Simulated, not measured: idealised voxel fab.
process module | voxel spacer lines
cross-section cut | 280 nm wide | cells 5 nm
A cross-section is a grid of square cells, given in bands from the top down. A band is one or more rows of cells.
Each band's line starts with the height of the band's top and of its bottom, in nm. Then come its materials from left to right, each with its width in nm. One material with "throughout" fills the band from edge to edge. "air" is empty space.
Height 0 is the level under which the wafer as received is all one material. The lowest band goes on downwards, as in "0 down".
A width such as "30 to 40" changes by the same amount from each row of cells to the next, from the band's top row to its bottom row.
"no change" after a step means that no cell of the cross-section changed.
closed voids: empty space of 8 cells or more with no open way to the top, each as width x height at its distance from the left edge, in nm
after a step's settings: what the simulator itself notes on the step
overlay nm, on a step with a mask: how far to the right of its planned place the mask lay; to the left if negative
plan
1 op RECEIVE | material Si
2 op CONFORMAL_DEP | material Al2O3 | thk nm 10
3 op DIRECTIONAL_DEP | material polySi | thk nm 15
4 op DIRECTIONAL_DEP | material aC | thk nm 20
5 op PATTERN | tone cover | mask id MANDREL | material resist | width nm 20 | pitch nm 60 | thk nm 30 | overlay nm 0
6 op DIRECTIONAL_ETCH | etch materials aC | depth nm 20
7 op STRIP | etch materials resist
8 op CONFORMAL_DEP | material SiO2 | thk nm 10
9 op DIRECTIONAL_ETCH | etch materials SiO2 | depth nm 10
10 op STRIP | etch materials aC
11 op DIRECTIONAL_ETCH | etch materials polySi | depth nm 15
12 op STRIP | etch materials SiO2
as received, after step 1
  0 down: Si throughout
  closed voids: none
a wafer at the end: this start, this plan, one mistake
  25 to 10: air 100 | polySi 20 | air 40 | polySi 20 | air 100
  10 to 0: Al2O3 throughout
  0 down: Si throughout
  closed voids: none
what went wrong: step 5 ran as: op PATTERN | tone open | mask id MANDREL | material resist | width nm 20 | pitch nm 60 | thk nm 30 | overlay nm 0
